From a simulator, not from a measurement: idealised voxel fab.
process module | voxel self aligned vias
cross-section cut | 285 nm wide | cells 5 nm
A cross-section is a grid of square cells, given in bands from the top down. A band is one or more rows of cells.
Each band's line starts with the height of the band's top and of its bottom, in nm. Then come its materials from left to right, each with its width in nm. One material with "throughout" fills the band from edge to edge. "air" is empty space.
Height 0 is the level under which the wafer as received is all one material. The lowest band goes on downwards, as in "0 down".
A width such as "30 to 40" changes by the same amount from each row of cells to the next, from the band's top row to its bottom row.
"no change" after a step means that no cell of the cross-section changed.
closed voids: empty space of 8 cells or more with no open way to the top, each as width x height at its distance from the left edge, in nm
after a step's settings: what the simulator itself notes on the step
overlay nm, on a step with a mask: how far to the right of its planned place the mask lay; to the left if negative
plan
1 op RECEIVE | material Si
2 op CONFORMAL_DEP | material SiO2 | thk nm 15
3 op CONFORMAL_DEP | material SiCN | thk nm 5
4 op DIRECTIONAL_DEP | material lowk | thk nm 30
5 op DIRECTIONAL_DEP | material aC | thk nm 10
6 op PATTERN | tone open | mask id LINES | material resist | width nm 20 | pitch nm 60 | thk nm 30 | overlay nm 0
7 op DIRECTIONAL_ETCH | etch materials aC | depth nm 10
8 op STRIP | etch materials resist
9 op DIRECTIONAL_ETCH | etch materials lowk | depth nm 30
10 op STRIP | etch materials aC
11 op CONFORMAL_DEP | material TiN | thk nm 5
12 op FILL_DEP | material W | thk nm 10
13 op CMP | height nm 50
14 op SELECTIVE_ETCH | etch materials W Ru TiN | depth nm 10
15 op FILL_DEP | material SiN | thk nm 10
16 op CMP | height nm 50
17 op DIRECTIONAL_DEP | material lowk | thk nm 15
18 op PATTERN | tone open | mask id VIAS | material resist | width nm 40 | thk nm 15 | overlay nm 0
19 op DIRECTIONAL_ETCH | etch materials lowk | depth nm 15
20 op DIRECTIONAL_ETCH | etch materials SiN | depth nm 10
21 op STRIP | etch materials resist
22 op CONFORMAL_DEP | material TiN | thk nm 5
23 op FILL_DEP | material W | thk nm 5
24 op CMP | height nm 65
25 op CONFORMAL_DEP | material SiN | thk nm 5
as received, after step 1
  0 down: Si throughout
  closed voids: none
a wafer at the end: this start, this plan, one mistake
  70 to 65: SiN throughout
  65 to 50: lowk 90 | TiN 5 | W 30 | TiN 5 | lowk 155
  50 to 45: SiN 90 | TiN 5 | W 30 | TiN 5 | SiN 155
  45 to 40: SiN 90 | TiN 40 | SiN 155
  40 to 30: lowk 100 | SiN 20 | lowk 40 | SiN 20 | lowk 105
  30 to 25: lowk 100 | TiN 5 | W 10 | TiN 5 | lowk 40 | TiN 5 | W 10 | TiN 5 | lowk 105
  25 to 20: lowk 100 | TiN 20 | lowk 40 | TiN 20 | lowk 105
  20 to 15: SiCN throughout
  15 to 0: SiO2 throughout
  0 down: Si throughout
  closed voids: none
what went wrong: step 13 ran as: op CMP | height nm 40
